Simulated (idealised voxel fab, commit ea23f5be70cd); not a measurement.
A process module follows: voxel spacer lines.
FYI the section here is cut, 245 nm wide, cells are 5 nm squares.
A cross-section in this document is a grid of square cells, and it is written down as bands, the top band listed before the ones below it; a band is made up of one or more rows of cells. Per band: top height and bottom height in nm, followed by the left-to-right materials and their widths in nm; "full width" marks a single material spanning edge to edge, "air" marks empty space. Zero point of the height axis is 0; under it, received wafer = one material. Lowest band: continues down indefinitely, "0 -> down". The two numbers in a width such as "30..40" mark its ends across the band: the first belongs to the top row of cells, the second to the bottom row, and from each row to the next the width moves by the same amount. Any step labelled "remained unchanged" changed none of the cells in the cross-section. The entry "Cavities, sealed" lists the empty spaces that cover at least 8 cells and have no open path to the top. Each is written as width x height at distance, where the distance is measured from the left edge and all three values are in nm. It should be noted that, on the line of a given step, the content following the step's settings is a remark produced by the simulator itself with respect to that step. overlay nm: right-of-plan distance of the mask on a masked step; negative values mean left-of-plan. What follows is a series of pairs. Each pair shows a cross-section before one process step and the cross-section after it, and the after view is drawn only down to the lowest band that changed. Beneath each pair is the step that lies between the two, with its settings. Pairs may come from different runs of this module on the same starting wafer, so a pair continues from the one above it only where its entry headed "Pre-step condition" says so.

**Pre-step condition**
  0 -> down: Si full width
  Cavities, sealed: none

**Cross-Section After Step**
  10 -> 0: Al2O3 full width
  Nothing below the height 0 has changed.
  Cavities, sealed: none
Step applied between the pre-step and post-step cross-sections shown above: CONFORMAL_DEP, material Al2O3, thk nm 10

Pre-step condition: carried over from the after image of the pair right above.

**Cross-Section After Step**
  30 -> 10: SiN full width
  Nothing below the height 10 has changed.
  Cavities, sealed: none
Step applied between the pre-step and post-step cross-sections shown above: DIRECTIONAL_DEP, material SiN, thk nm 20

Pre-step condition: carried over from the after image of the pair right above.

**Cross-Section After Step**
  50 -> 30: aC full width
  Nothing below the height 30 has changed.
  Cavities, sealed: none
Step applied between the pre-step and post-step cross-sections shown above: DIRECTIONAL_DEP, material aC, thk nm 20

Pre-step condition: carried over from the after image of the pair right above.

**Cross-Section After Step**
  80 -> 50: 75 nm air  25 nm resist  45 nm air  25 nm resist  75 nm air
  Nothing below the height 50 has changed.
  Cavities, sealed: none
Step applied between the pre-step and post-step cross-sections shown above: PATTERN, tone cover, mask id MANDREL, material resist, width nm 25, pitch nm 70, thk nm 30, overlay nm 0

Pre-step condition: carried over from the after image of the pair right above.

**Cross-Section After Step**
  60 -> 50: 75 nm air  25 nm resist  45 nm air  25 nm resist  75 nm air
  50 -> 30: 75 nm air  25 nm aC  45 nm air  25 nm aC  75 nm air
  Nothing below the height 30 has changed.
  Cavities, sealed: none
Step applied between the pre-step and post-step cross-sections shown above: DIRECTIONAL_ETCH, etch materials aC, depth nm 20

Pre-step condition: carried over from the after image of the pair right above.

**Cross-Section After Step**
  50 -> 30: 75 nm air  25 nm aC  45 nm air  25 nm aC  75 nm air
  Nothing below the height 30 has changed.
  Cavities, sealed: none
Step applied between the pre-step and post-step cross-sections shown above: STRIP, etch materials resist

Pre-step condition: carried over from the after image of the pair right above.

**Cross-Section After Step**
  60 -> 50: 65 nm air  45 nm SiO2  25 nm air  45 nm SiO2  65 nm air
  50 -> 40: 65 nm air  10 nm SiO2  25 nm aC  10 nm SiO2  25 nm air  10 nm SiO2  25 nm aC  10 nm SiO2  65 nm air
  40 -> 30: 75 nm SiO2  25 nm aC  45 nm SiO2  25 nm aC  75 nm SiO2
  Nothing below the height 30 has changed.
  Cavities, sealed: none
Step applied between the pre-step and post-step cross-sections shown above: CONFORMAL_DEP, material SiO2, thk nm 10

Pre-step condition: carried over from the after image of the pair right above.

**Cross-Section After Step**
  50 -> 30: 65 nm air  10 nm SiO2  25 nm aC  10 nm SiO2  25 nm air  10 nm SiO2  25 nm aC  10 nm SiO2  65 nm air
  Nothing below the height 30 has changed.
  Cavities, sealed: none
Step applied between the pre-step and post-step cross-sections shown above: DIRECTIONAL_ETCH, etch materials SiO2, depth nm 10

Pre-step condition: carried over from the after image of the pair right above.

**Cross-Section After Step**
  50 -> 30: 65 nm air  10 nm SiO2  25 nm air  10 nm SiO2  25 nm air  10 nm SiO2  25 nm air  10 nm SiO2  65 nm air
  Nothing below the height 30 has changed.
  Cavities, sealed: none
Step applied between the pre-step and post-step cross-sections shown above: STRIP, etch materials aC

Pre-step condition: carried over from the after image of the pair right above.

**Cross-Section After Step**
  50 -> 30: 65 nm air  10 nm SiO2  25 nm air  10 nm SiO2  25 nm air  10 nm SiO2  25 nm air  10 nm SiO2  65 nm air
  30 -> 10: 65 nm air  10 nm SiN  25 nm air  10 nm SiN  25 nm air  10 nm SiN  25 nm air  10 nm SiN  65 nm air
  Nothing below the height 10 has changed.
  Cavities, sealed: none
Step applied between the pre-step and post-step cross-sections shown above: DIRECTIONAL_ETCH, etch materials SiN, depth nm 20

Pre-step condition: carried over from the after image of the pair right above.

**Cross-Section After Step**
  30 -> 10: 65 nm air  10 nm SiN  25 nm air  10 nm SiN  25 nm air  10 nm SiN  25 nm air  10 nm SiN  65 nm air
  Nothing below the height 10 has changed.
  Cavities, sealed: none
Step applied between the pre-step and post-step cross-sections shown above: STRIP, etch materials SiO2

**Pre-step condition**
  0 -> down: Si full width
  Cavities, sealed: none

**Cross-Section After Step**
  20 -> 0: SiN full width
  Nothing below the height 0 has changed.
  Cavities, sealed: none
Step applied between the pre-step and post-step cross-sections shown above: DIRECTIONAL_DEP, material SiN, thk nm 20

Pre-step condition: carried over from the after image of the pair right above.

**Cross-Section After Step**
  40 -> 20: aC full width
  Nothing below the height 20 has changed.
  Cavities, sealed: none
Step applied between the pre-step and post-step cross-sections shown above: DIRECTIONAL_DEP, material aC, thk nm 20

Pre-step condition: carried over from the after image of the pair right above.

**Cross-Section After Step**
  70 -> 40: 75 nm air  25 nm resist  45 nm air  25 nm resist  75 nm air
  Nothing below the height 40 has changed.
  Cavities, sealed: none
Step applied between the pre-step and post-step cross-sections shown above: PATTERN, tone cover, mask id MANDREL, material resist, width nm 25, pitch nm 70, thk nm 30, overlay nm 0

Pre-step condition: carried over from the after image of the pair right above.

**Cross-Section After Step**
  50 -> 40: 75 nm air  25 nm resist  45 nm air  25 nm resist  75 nm air
  40 -> 20: 75 nm air  25 nm aC  45 nm air  25 nm aC  75 nm air
  Nothing below the height 20 has changed.
  Cavities, sealed: none
Step applied between the pre-step and post-step cross-sections shown above: DIRECTIONAL_ETCH, etch materials aC, depth nm 20

Pre-step condition: carried over from the after image of the pair right above.

**Cross-Section After Step**
  40 -> 20: 75 nm air  25 nm aC  45 nm air  25 nm aC  75 nm air
  Nothing below the height 20 has changed.
  Cavities, sealed: none
Step applied between the pre-step and post-step cross-sections shown above: STRIP, etch materials resist

Pre-step condition: carried over from the after image of the pair right above.

**Cross-Section After Step**
  50 -> 40: 65 nm air  45 nm SiO2  25 nm air  45 nm SiO2  65 nm air
  40 -> 30: 65 nm air  10 nm SiO2  25 nm aC  10 nm SiO2  25 nm air  10 nm SiO2  25 nm aC  10 nm SiO2  65 nm air
  30 -> 20: 75 nm SiO2  25 nm aC  45 nm SiO2  25 nm aC  75 nm SiO2
  Nothing below the height 20 has changed.
  Cavities, sealed: none
Step applied between the pre-step and post-step cross-sections shown above: CONFORMAL_DEP, material SiO2, thk nm 10

Pre-step condition: carried over from the after image of the pair right above.

**Cross-Section After Step**
  40 -> 20: 65 nm air  10 nm SiO2  25 nm aC  10 nm SiO2  25 nm air  10 nm SiO2  25 nm aC  10 nm SiO2  65 nm air
  Nothing below the height 20 has changed.
  Cavities, sealed: none
Step applied between the pre-step and post-step cross-sections shown above: DIRECTIONAL_ETCH, etch materials SiO2, depth nm 10

Pre-step condition: carried over from the after image of the pair right above.

**Cross-Section After Step**
  40 -> 20: 65 nm air  10 nm SiO2  25 nm air  10 nm SiO2  25 nm air  10 nm SiO2  25 nm air  10 nm SiO2  65 nm air
  Nothing below the height 20 has changed.
  Cavities, sealed: none
Step applied between the pre-step and post-step cross-sections shown above: STRIP, etch materials aC

Pre-step condition: carried over from the after image of the pair right above.

**Cross-Section After Step**
  40 -> 20: 65 nm air  10 nm SiO2  25 nm air  10 nm SiO2  25 nm air  10 nm SiO2  25 nm air  10 nm SiO2  65 nm air
  20 -> 0: 65 nm air  10 nm SiN  25 nm air  10 nm SiN  25 nm air  10 nm SiN  25 nm air  10 nm SiN  65 nm air
  Nothing below the height 0 has changed.
  Cavities, sealed: none
Step applied between the pre-step and post-step cross-sections shown above: DIRECTIONAL_ETCH, etch materials SiN, depth nm 20

Pre-step condition: carried over from the after image of the pair right above.

**Cross-Section After Step**
  20 -> 0: 65 nm air  10 nm SiN  25 nm air  10 nm SiN  25 nm air  10 nm SiN  25 nm air  10 nm SiN  65 nm air
  Nothing below the height 0 has changed.
  Cavities, sealed: none
Step applied between the pre-step and post-step cross-sections shown above: STRIP, etch materials SiO2

**Pre-step condition**
  30 -> 10: SiN full width
  10 -> 0: Al2O3 full width
  0 -> down: Si full width
  Cavities, sealed: none

**Cross-Section After Step**
  50 -> 10: SiN full width
  Nothing below the height 10 has changed.
  Cavities, sealed: none
Step applied between the pre-step and post-step cross-sections shown above: DIRECTIONAL_DEP, material SiN, thk nm 20

Pre-step condition: carried over from the after image of the pair right above.

**Cross-Section After Step**
  70 -> 50: aC full width
  Nothing below the height 50 has changed.
  Cavities, sealed: none
Step applied between the pre-step and post-step cross-sections shown above: DIRECTIONAL_DEP, material aC, thk nm 20

Pre-step condition: carried over from the after image of the pair right above.

**Cross-Section After Step**
  100 -> 70: 75 nm air  25 nm resist  45 nm air  25 nm resist  75 nm air
  Nothing below the height 70 has changed.
  Cavities, sealed: none
Step applied between the pre-step and post-step cross-sections shown above: PATTERN, tone cover, mask id MANDREL, material resist, width nm 25, pitch nm 70, thk nm 30, overlay nm 0

Pre-step condition: carried over from the after image of the pair right above.

**Cross-Section After Step**
  80 -> 70: 75 nm air  25 nm resist  45 nm air  25 nm resist  75 nm air
  70 -> 50: 75 nm air  25 nm aC  45 nm air  25 nm aC  75 nm air
  Nothing below the height 50 has changed.
  Cavities, sealed: none
Step applied between the pre-step and post-step cross-sections shown above: DIRECTIONAL_ETCH, etch materials aC, depth nm 20

Pre-step condition: carried over from the after image of the pair right above.

**Cross-Section After Step**
  70 -> 50: 75 nm air  25 nm aC  45 nm air  25 nm aC  75 nm air
  Nothing below the height 50 has changed.
  Cavities, sealed: none
Step applied between the pre-step and post-step cross-sections shown above: STRIP, etch materials resist

Pre-step condition: carried over from the after image of the pair right above.

**Cross-Section After Step**
  80 -> 70: 65 nm air  45 nm SiO2  25 nm air  45 nm SiO2  65 nm air
  70 -> 60: 65 nm air  10 nm SiO2  25 nm aC  10 nm SiO2  25 nm air  10 nm SiO2  25 nm aC  10 nm SiO2  65 nm air
  60 -> 50: 75 nm SiO2  25 nm aC  45 nm SiO2  25 nm aC  75 nm SiO2
  Nothing below the height 50 has changed.
  Cavities, sealed: none
Step applied between the pre-step and post-step cross-sections shown above: CONFORMAL_DEP, material SiO2, thk nm 10

Pre-step condition: carried over from the after image of the pair right above.

**Cross-Section After Step**
  70 -> 50: 65 nm air  10 nm SiO2  25 nm aC  10 nm SiO2  25 nm air  10 nm SiO2  25 nm aC  10 nm SiO2  65 nm air
  Nothing below the height 50 has changed.
  Cavities, sealed: none
Step applied between the pre-step and post-step cross-sections shown above: DIRECTIONAL_ETCH, etch materials SiO2, depth nm 10

Pre-step condition: carried over from the after image of the pair right above.

**Cross-Section After Step**
  70 -> 50: 65 nm air  10 nm SiO2  25 nm air  10 nm SiO2  25 nm air  10 nm SiO2  25 nm air  10 nm SiO2  65 nm air
  Nothing below the height 50 has changed.
  Cavities, sealed: none
Step applied between the pre-step and post-step cross-sections shown above: STRIP, etch materials aC

Pre-step condition: carried over from the after image of the pair right above.

**Cross-Section After Step**
  70 -> 50: 65 nm air  10 nm SiO2  25 nm air  10 nm SiO2  25 nm air  10 nm SiO2  25 nm air  10 nm SiO2  65 nm air
  50 -> 30: 65 nm air  10 nm SiN  25 nm air  10 nm SiN  25 nm air  10 nm SiN  25 nm air  10 nm SiN  65 nm air
  Nothing below the height 30 has changed.
  Cavities, sealed: none
Step applied between the pre-step and post-step cross-sections shown above: DIRECTIONAL_ETCH, etch materials SiN, depth nm 20

Pre-step condition: carried over from the after image of the pair right above.

**Cross-Section After Step**
  50 -> 30: 65 nm air  10 nm SiN  25 nm air  10 nm SiN  25 nm air  10 nm SiN  25 nm air  10 nm SiN  65 nm air
  Nothing below the height 30 has changed.
  Cavities, sealed: none
Step applied between the pre-step and post-step cross-sections shown above: STRIP, etch materials SiO2

**Pre-step condition**
  20 -> 0: SiN full width
  0 -> down: Si full width
  Cavities, sealed: none

**Cross-Section After Step**
  30 -> 20: Al2O3 full width
  Nothing below the height 20 has changed.
  Cavities, sealed: none
Step applied between the pre-step and post-step cross-sections shown above: CONFORMAL_DEP, material Al2O3, thk nm 10

Pre-step condition: carried over from the after image of the pair right above.

**Cross-Section After Step**
  50 -> 30: aC full width
  Nothing below the height 30 has changed.
  Cavities, sealed: none
Step applied between the pre-step and post-step cross-sections shown above: DIRECTIONAL_DEP, material aC, thk nm 20

Pre-step condition: carried over from the after image of the pair right above.

**Cross-Section After Step**
  80 -> 50: 75 nm air  25 nm resist  45 nm air  25 nm resist  75 nm air
  Nothing below the height 50 has changed.
  Cavities, sealed: none
Step applied between the pre-step and post-step cross-sections shown above: PATTERN, tone cover, mask id MANDREL, material resist, width nm 25, pitch nm 70, thk nm 30, overlay nm 0

Pre-step condition: carried over from the after image of the pair right above.

**Cross-Section After Step**
  60 -> 50: 75 nm air  25 nm resist  45 nm air  25 nm resist  75 nm air
  50 -> 30: 75 nm air  25 nm aC  45 nm air  25 nm aC  75 nm air
  Nothing below the height 30 has changed.
  Cavities, sealed: none
Step applied between the pre-step and post-step cross-sections shown above: DIRECTIONAL_ETCH, etch materials aC, depth nm 20

Pre-step condition: carried over from the after image of the pair right above.

**Cross-Section After Step**
  50 -> 30: 75 nm air  25 nm aC  45 nm air  25 nm aC  75 nm air
  Nothing below the height 30 has changed.
  Cavities, sealed: none
Step applied between the pre-step and post-step cross-sections shown above: STRIP, etch materials resist

Pre-step condition: carried over from the after image of the pair right above.

**Cross-Section After Step**
  60 -> 50: 65 nm air  45 nm SiO2  25 nm air  45 nm SiO2  65 nm air
  50 -> 40: 65 nm air  10 nm SiO2  25 nm aC  10 nm SiO2  25 nm air  10 nm SiO2  25 nm aC  10 nm SiO2  65 nm air
  40 -> 30: 75 nm SiO2  25 nm aC  45 nm SiO2  25 nm aC  75 nm SiO2
  Nothing below the height 30 has changed.
  Cavities, sealed: none
Step applied between the pre-step and post-step cross-sections shown above: CONFORMAL_DEP, material SiO2, thk nm 10

Pre-step condition: carried over from the after image of the pair right above.

**Cross-Section After Step**
  50 -> 30: 65 nm air  10 nm SiO2  25 nm aC  10 nm SiO2  25 nm air  10 nm SiO2  25 nm aC  10 nm SiO2  65 nm air
  Nothing below the height 30 has changed.
  Cavities, sealed: none
Step applied between the pre-step and post-step cross-sections shown above: DIRECTIONAL_ETCH, etch materials SiO2, depth nm 10

Pre-step condition: carried over from the after image of the pair right above.

**Cross-Section After Step**
  50 -> 30: 65 nm air  10 nm SiO2  25 nm air  10 nm SiO2  25 nm air  10 nm SiO2  25 nm air  10 nm SiO2  65 nm air
  Nothing below the height 30 has changed.
  Cavities, sealed: none
Step applied between the pre-step and post-step cross-sections shown above: STRIP, etch materials aC

Pre-step condition: carried over from the after image of the pair right above.

**Cross-Section After Step**
  30 -> 20: Al2O3 full width
  Nothing below the height 20 has changed.
  Cavities, sealed: none
Step applied between the pre-step and post-step cross-sections shown above: STRIP, etch materials SiO2

**Pre-step condition**
  10 -> 0: Al2O3 full width
  0 -> down: Si full width
  Cavities, sealed: none

**Cross-Section After Step**
  35 -> 10: SiN full width
  Nothing below the height 10 has changed.
  Cavities, sealed: none
Step applied between the pre-step and post-step cross-sections shown above: DIRECTIONAL_DEP, material SiN, thk nm 25

Pre-step condition: carried over from the after image of the pair right above.

**Cross-Section After Step**
  55 -> 35: aC full width
  Nothing below the height 35 has changed.
  Cavities, sealed: none
Step applied between the pre-step and post-step cross-sections shown above: DIRECTIONAL_DEP, material aC, thk nm 20

Pre-step condition: carried over from the after image of the pair right above.

**Cross-Section After Step**
  85 -> 55: 75 nm air  25 nm resist  45 nm air  25 nm resist  75 nm air
  Nothing below the height 55 has changed.
  Cavities, sealed: none
Step applied between the pre-step and post-step cross-sections shown above: PATTERN, tone cover, mask id MANDREL, material resist, width nm 25, pitch nm 70, thk nm 30, overlay nm 0

Pre-step condition: carried over from the after image of the pair right above.

**Cross-Section After Step**
  65 -> 55: 75 nm air  25 nm resist  45 nm air  25 nm resist  75 nm air
  55 -> 35: 75 nm air  25 nm aC  45 nm air  25 nm aC  75 nm air
  Nothing below the height 35 has changed.
  Cavities, sealed: none
Step applied between the pre-step and post-step cross-sections shown above: DIRECTIONAL_ETCH, etch materials aC, depth nm 20

Pre-step condition: carried over from the after image of the pair right above.

**Cross-Section After Step**
  55 -> 35: 75 nm air  25 nm aC  45 nm air  25 nm aC  75 nm air
  Nothing below the height 35 has changed.
  Cavities, sealed: none
Step applied between the pre-step and post-step cross-sections shown above: STRIP, etch materials resist

Pre-step condition: carried over from the after image of the pair right above.

**Cross-Section After Step**
  65 -> 55: 65 nm air  45 nm SiO2  25 nm air  45 nm SiO2  65 nm air
  55 -> 45: 65 nm air  10 nm SiO2  25 nm aC  10 nm SiO2  25 nm air  10 nm SiO2  25 nm aC  10 nm SiO2  65 nm air
  45 -> 35: 75 nm SiO2  25 nm aC  45 nm SiO2  25 nm aC  75 nm SiO2
  Nothing below the height 35 has changed.
  Cavities, sealed: none
Step applied between the pre-step and post-step cross-sections shown above: CONFORMAL_DEP, material SiO2, thk nm 10

Pre-step condition: carried over from the after image of the pair right above.

**Cross-Section After Step**
  55 -> 35: 65 nm air  10 nm SiO2  25 nm aC  10 nm SiO2  25 nm air  10 nm SiO2  25 nm aC  10 nm SiO2  65 nm air
  Nothing below the height 35 has changed.
  Cavities, sealed: none
Step applied between the pre-step and post-step cross-sections shown above: DIRECTIONAL_ETCH, etch materials SiO2, depth nm 10

Pre-step condition: carried over from the after image of the pair right above.

**Cross-Section After Step**
  55 -> 35: 65 nm air  10 nm SiO2  25 nm air  10 nm SiO2  25 nm air  10 nm SiO2  25 nm air  10 nm SiO2  65 nm air
  Nothing below the height 35 has changed.
  Cavities, sealed: none
Step applied between the pre-step and post-step cross-sections shown above: STRIP, etch materials aC

Pre-step condition: carried over from the after image of the pair right above.

**Cross-Section After Step**
  55 -> 35: 65 nm air  10 nm SiO2  25 nm air  10 nm SiO2  25 nm air  10 nm SiO2  25 nm air  10 nm SiO2  65 nm air
  35 -> 15: 65 nm air  10 nm SiN  25 nm air  10 nm SiN  25 nm air  10 nm SiN  25 nm air  10 nm SiN  65 nm air
  Nothing below the height 15 has changed.
  Cavities, sealed: none
Step applied between the pre-step and post-step cross-sections shown above: DIRECTIONAL_ETCH, etch materials SiN, depth nm 20

Pre-step condition: carried over from the after image of the pair right above.

**Cross-Section After Step**
  35 -> 15: 65 nm air  10 nm SiN  25 nm air  10 nm SiN  25 nm air  10 nm SiN  25 nm air  10 nm SiN  65 nm air
  Nothing below the height 15 has changed.
  Cavities, sealed: none
Step applied between the pre-step and post-step cross-sections shown above: STRIP, etch materials SiO2

**Pre-step condition**
  50 -> 30: aC full width
  30 -> 10: SiN full width
  10 -> 0: Al2O3 full width
  0 -> down: Si full width
  Cavities, sealed: none

**Cross-Section After Step**
  80 -> 50: 80 nm air  20 nm resist  50 nm air  20 nm resist  75 nm air
  Nothing below the height 50 has changed.
  Cavities, sealed: none
Step applied between the pre-step and post-step cross-sections shown above: PATTERN, tone cover, mask id MANDREL, material resist, width nm 20, pitch nm 70, thk nm 30, overlay nm 0

Pre-step condition: carried over from the after image of the pair right above.

**Cross-Section After Step**
  60 -> 50: 80 nm air  20 nm resist  50 nm air  20 nm resist  75 nm air
  50 -> 30: 80 nm air  20 nm aC  50 nm air  20 nm aC  75 nm air
  Nothing below the height 30 has changed.
  Cavities, sealed: none
Step applied between the pre-step and post-step cross-sections shown above: DIRECTIONAL_ETCH, etch materials aC, depth nm 20

Pre-step condition: carried over from the after image of the pair right above.

**Cross-Section After Step**
  50 -> 30: 80 nm air  20 nm aC  50 nm air  20 nm aC  75 nm air
  Nothing below the height 30 has changed.
  Cavities, sealed: none
Step applied between the pre-step and post-step cross-sections shown above: STRIP, etch materials resist

Pre-step condition: carried over from the after image of the pair right above.

**Cross-Section After Step**
  60 -> 50: 70 nm air  40 nm SiO2  30 nm air  40 nm SiO2  65 nm air
  50 -> 40: 70 nm air  10 nm SiO2  20 nm aC  10 nm SiO2  30 nm air  10 nm SiO2  20 nm aC  10 nm SiO2  65 nm air
  40 -> 30: 80 nm SiO2  20 nm aC  50 nm SiO2  20 nm aC  75 nm SiO2
  Nothing below the height 30 has changed.
  Cavities, sealed: none
Step applied between the pre-step and post-step cross-sections shown above: CONFORMAL_DEP, material SiO2, thk nm 10

Pre-step condition: carried over from the after image of the pair right above.

**Cross-Section After Step**
  50 -> 30: 70 nm air  10 nm SiO2  20 nm aC  10 nm SiO2  30 nm air  10 nm SiO2  20 nm aC  10 nm SiO2  65 nm air
  Nothing below the height 30 has changed.
  Cavities, sealed: none
Step applied between the pre-step and post-step cross-sections shown above: DIRECTIONAL_ETCH, etch materials SiO2, depth nm 10

Pre-step condition: carried over from the after image of the pair right above.

**Cross-Section After Step**
  50 -> 30: 70 nm air  10 nm SiO2  20 nm air  10 nm SiO2  30 nm air  10 nm SiO2  20 nm air  10 nm SiO2  65 nm air
  Nothing below the height 30 has changed.
  Cavities, sealed: none
Step applied between the pre-step and post-step cross-sections shown above: STRIP, etch materials aC

Pre-step condition: carried over from the after image of the pair right above.

**Cross-Section After Step**
  50 -> 30: 70 nm air  10 nm SiO2  20 nm air  10 nm SiO2  30 nm air  10 nm SiO2  20 nm air  10 nm SiO2  65 nm air
  30 -> 10: 70 nm air  10 nm SiN  20 nm air  10 nm SiN  30 nm air  10 nm SiN  20 nm air  10 nm SiN  65 nm air
  Nothing below the height 10 has changed.
  Cavities, sealed: none
Step applied between the pre-step and post-step cross-sections shown above: DIRECTIONAL_ETCH, etch materials SiN, depth nm 20

Pre-step condition: carried over from the after image of the pair right above.

**Cross-Section After Step**
  30 -> 10: 70 nm air  10 nm SiN  20 nm air  10 nm SiN  30 nm air  10 nm SiN  20 nm air  10 nm SiN  65 nm air
  Nothing below the height 10 has changed.
  Cavities, sealed: none
Step applied between the pre-step and post-step cross-sections shown above: STRIP, etch materials SiO2

**Pre-step condition**
  50 -> 30: aC full width
  30 -> 10: SiN full width
  10 -> 0: Al2O3 full width
  0 -> down: Si full width
  Cavities, sealed: none

**Cross-Section After Step**
  80 -> 50: 70 nm air  25 nm resist  45 nm air  25 nm resist  80 nm air
  Nothing below the height 50 has changed.
  Cavities, sealed: none
Step applied between the pre-step and post-step cross-sections shown above: PATTERN, tone cover, mask id MANDREL, material resist, width nm 25, pitch nm 70, thk nm 30, overlay nm -5

Pre-step condition: carried over from the after image of the pair right above.

**Cross-Section After Step**
  60 -> 50: 70 nm air  25 nm resist  45 nm air  25 nm resist  80 nm air
  50 -> 30: 70 nm air  25 nm aC  45 nm air  25 nm aC  80 nm air
  Nothing below the height 30 has changed.
  Cavities, sealed: none
Step applied between the pre-step and post-step cross-sections shown above: DIRECTIONAL_ETCH, etch materials aC, depth nm 20

Pre-step condition: carried over from the after image of the pair right above.

**Cross-Section After Step**
  50 -> 30: 70 nm air  25 nm aC  45 nm air  25 nm aC  80 nm air
  Nothing below the height 30 has changed.
  Cavities, sealed: none
Step applied between the pre-step and post-step cross-sections shown above: STRIP, etch materials resist

Pre-step condition: carried over from the after image of the pair right above.

**Cross-Section After Step**
  60 -> 50: 60 nm air  45 nm SiO2  25 nm air  45 nm SiO2  70 nm air
  50 -> 40: 60 nm air  10 nm SiO2  25 nm aC  10 nm SiO2  25 nm air  10 nm SiO2  25 nm aC  10 nm SiO2  70 nm air
  40 -> 30: 70 nm SiO2  25 nm aC  45 nm SiO2  25 nm aC  80 nm SiO2
  Nothing below the height 30 has changed.
  Cavities, sealed: none
Step applied between the pre-step and post-step cross-sections shown above: CONFORMAL_DEP, material SiO2, thk nm 10

Pre-step condition: carried over from the after image of the pair right above.

**Cross-Section After Step**
  50 -> 30: 60 nm air  10 nm SiO2  25 nm aC  10 nm SiO2  25 nm air  10 nm SiO2  25 nm aC  10 nm SiO2  70 nm air
  Nothing below the height 30 has changed.
  Cavities, sealed: none
Step applied between the pre-step and post-step cross-sections shown above: DIRECTIONAL_ETCH, etch materials SiO2, depth nm 10

Pre-step condition: carried over from the after image of the pair right above.

**Cross-Section After Step**
  50 -> 30: 60 nm air  10 nm SiO2  25 nm air  10 nm SiO2  25 nm air  10 nm SiO2  25 nm air  10 nm SiO2  70 nm air
  Nothing below the height 30 has changed.
  Cavities, sealed: none
Step applied between the pre-step and post-step cross-sections shown above: STRIP, etch materials aC

Pre-step condition: carried over from the after image of the pair right above.

**Cross-Section After Step**
  50 -> 30: 60 nm air  10 nm SiO2  25 nm air  10 nm SiO2  25 nm air  10 nm SiO2  25 nm air  10 nm SiO2  70 nm air
  30 -> 10: 60 nm air  10 nm SiN  25 nm air  10 nm SiN  25 nm air  10 nm SiN  25 nm air  10 nm SiN  70 nm air
  Nothing below the height 10 has changed.
  Cavities, sealed: none
Step applied between the pre-step and post-step cross-sections shown above: DIRECTIONAL_ETCH, etch materials SiN, depth nm 20

Pre-step condition: carried over from the after image of the pair right above.

**Cross-Section After Step**
  30 -> 10: 60 nm air  10 nm SiN  25 nm air  10 nm SiN  25 nm air  10 nm SiN  25 nm air  10 nm SiN  70 nm air
  Nothing below the height 10 has changed.
  Cavities, sealed: none
Step applied between the pre-step and post-step cross-sections shown above: STRIP, etch materials SiO2

**Pre-step condition**
  0 -> down: Si full width
  Cavities, sealed: none

**Cross-Section After Step**
  10 -> 0: SiN full width
  Nothing below the height 0 has changed.
  Cavities, sealed: none
Step applied between the pre-step and post-step cross-sections shown above: CONFORMAL_DEP, material SiN, thk nm 10

Pre-step condition: carried over from the after image of the pair right above.

**Cross-Section After Step**
  30 -> 0: SiN full width
  Nothing below the height 0 has changed.
  Cavities, sealed: none
Step applied between the pre-step and post-step cross-sections shown above: DIRECTIONAL_DEP, material SiN, thk nm 20

Pre-step condition: carried over from the after image of the pair right above.

**Cross-Section After Step**
  50 -> 30: aC full width
  Nothing below the height 30 has changed.
  Cavities, sealed: none
Step applied between the pre-step and post-step cross-sections shown above: DIRECTIONAL_DEP, material aC, thk nm 20

Pre-step condition: carried over from the after image of the pair right above.

**Cross-Section After Step**
  80 -> 50: 75 nm air  25 nm resist  45 nm air  25 nm resist  75 nm air
  Nothing below the height 50 has changed.
  Cavities, sealed: none
Step applied between the pre-step and post-step cross-sections shown above: PATTERN, tone cover, mask id MANDREL, material resist, width nm 25, pitch nm 70, thk nm 30, overlay nm 0

Pre-step condition: carried over from the after image of the pair right above.

**Cross-Section After Step**
  60 -> 50: 75 nm air  25 nm resist  45 nm air  25 nm resist  75 nm air
  50 -> 30: 75 nm air  25 nm aC  45 nm air  25 nm aC  75 nm air
  Nothing below the height 30 has changed.
  Cavities, sealed: none
Step applied between the pre-step and post-step cross-sections shown above: DIRECTIONAL_ETCH, etch materials aC, depth nm 20

Pre-step condition: carried over from the after image of the pair right above.

**Cross-Section After Step**
  50 -> 30: 75 nm air  25 nm aC  45 nm air  25 nm aC  75 nm air
  Nothing below the height 30 has changed.
  Cavities, sealed: none
Step applied between the pre-step and post-step cross-sections shown above: STRIP, etch materials resist

Pre-step condition: carried over from the after image of the pair right above.

**Cross-Section After Step**
  60 -> 50: 65 nm air  45 nm SiO2  25 nm air  45 nm SiO2  65 nm air
  50 -> 40: 65 nm air  10 nm SiO2  25 nm aC  10 nm SiO2  25 nm air  10 nm SiO2  25 nm aC  10 nm SiO2  65 nm air
  40 -> 30: 75 nm SiO2  25 nm aC  45 nm SiO2  25 nm aC  75 nm SiO2
  Nothing below the height 30 has changed.
  Cavities, sealed: none
Step applied between the pre-step and post-step cross-sections shown above: CONFORMAL_DEP, material SiO2, thk nm 10

Pre-step condition: carried over from the after image of the pair right above.

**Cross-Section After Step**
  50 -> 30: 65 nm air  10 nm SiO2  25 nm aC  10 nm SiO2  25 nm air  10 nm SiO2  25 nm aC  10 nm SiO2  65 nm air
  Nothing below the height 30 has changed.
  Cavities, sealed: none
Step applied between the pre-step and post-step cross-sections shown above: DIRECTIONAL_ETCH, etch materials SiO2, depth nm 10

Pre-step condition: carried over from the after image of the pair right above.

**Cross-Section After Step**
  50 -> 30: 65 nm air  10 nm SiO2  25 nm air  10 nm SiO2  25 nm air  10 nm SiO2  25 nm air  10 nm SiO2  65 nm air
  Nothing below the height 30 has changed.
  Cavities, sealed: none
Step applied between the pre-step and post-step cross-sections shown above: STRIP, etch materials aC

Pre-step condition: carried over from the after image of the pair right above.

**Cross-Section After Step**
  50 -> 30: 65 nm air  10 nm SiO2  25 nm air  10 nm SiO2  25 nm air  10 nm SiO2  25 nm air  10 nm SiO2  65 nm air
  30 -> 10: 65 nm air  10 nm SiN  25 nm air  10 nm SiN  25 nm air  10 nm SiN  25 nm air  10 nm SiN  65 nm air
  Nothing below the height 10 has changed.
  Cavities, sealed: none
Step applied between the pre-step and post-step cross-sections shown above: DIRECTIONAL_ETCH, etch materials SiN, depth nm 20

Pre-step condition: carried over from the after image of the pair right above.

**Cross-Section After Step**
  30 -> 10: 65 nm air  10 nm SiN  25 nm air  10 nm SiN  25 nm air  10 nm SiN  25 nm air  10 nm SiN  65 nm air
  Nothing below the height 10 has changed.
  Cavities, sealed: none
Step applied between the pre-step and post-step cross-sections shown above: STRIP, etch materials SiO2
